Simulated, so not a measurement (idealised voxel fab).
A process module follows: voxel released beams.
290 nm wide, 5 nm square cells: that's cross-section cut.
How to read a cross-section here: the picture is a grid of square cells, written as bands going from the top down, and any band can span one or more rows of cells.
Within each band entry, the heights of the top and of the bottom of the band appear first, in that order and in nm; the materials of the band then follow from left to right, each with its corresponding width in nm. The designation "throughout" on a single material indicates that it fills the band from edge to edge; the designation "empty" indicates empty space.
Note: height 0 marks the level under which the wafer is uniformly one material as received. Lowest band unbounded below, written "0 down".
The notation "30..40" denotes a width that varies across the rows of cells in the band, beginning at the first number in the top row, finishing at the second number in the bottom row, and changing by an identical amount from each row to the next.
"all unchanged" after a step means that no cell of the cross-section changed.
This entry, "Closed void entries", enumerates those empty regions of no fewer than 8 cells that possess no open connection to the top. Each region is reported in the form width x height at distance, the distance being taken from the left edge, with all three quantities expressed in nm.
Post-settings text on a step line: simulator's own remark regarding the step.
"overlay nm" on a masked step: distance the mask lay right of its planned place, negative for left.

[Below is the list of planned process steps]
1,RECEIVE (material Si)
2,CONFORMAL_DEP (material SiN; thk nm 10)
3,DIRECTIONAL_DEP (material SiO2; thk nm 10)
4,PATTERN (tone open; mask id ANCHOR; material resist; width nm 25; thk nm 15; overlay nm 0)
5,DIRECTIONAL_ETCH (etch materials SiO2; depth nm 10)
6,STRIP (etch materials resist)
7,CONFORMAL_DEP (material W; thk nm 10)
8,PATTERN (tone cover; mask id BEAM; material resist; width nm 75; thk nm 15; overlay nm 0)
9,DIRECTIONAL_ETCH (etch materials W; depth nm 10)
10,STRIP (etch materials resist)
11,STRIP (etch materials SiO2)

[As-received state of the wafer in cross-section, equivalent to post-step 1]
  0 down  Si throughout
  Closed void entries: none

[First of two wafers: cross-section at end of module, run per plan]
  30 to 20  empty=105; W=15; empty=5; W=55; empty=110
  20 to 10  empty=110; W=25; empty=155
  10 to 0  SiN throughout
  0 down  Si throughout
  Closed void entries: none

[Cross-sectional view of the second of two wafers upon completion of the module. This wafer shared its starting condition and process plan with the first; one error was made during its execution]
  30 to 20  empty=110; W=10; empty=5; W=55; empty=110
  20 to 10  empty=110; W=25; empty=155
  10 to 0  SiN throughout
  0 down  Si throughout
  Closed void entries: none
Misprocessing identified: step 8 did not happen as planned, as run it was PATTERN (tone cover; mask id BEAM; material resist; width nm 70; thk nm 15; overlay nm 0)
Once processing is complete, comparing cell counts shows that the second wafer has more or fewer of certain materials than the first: 2 fewer of W
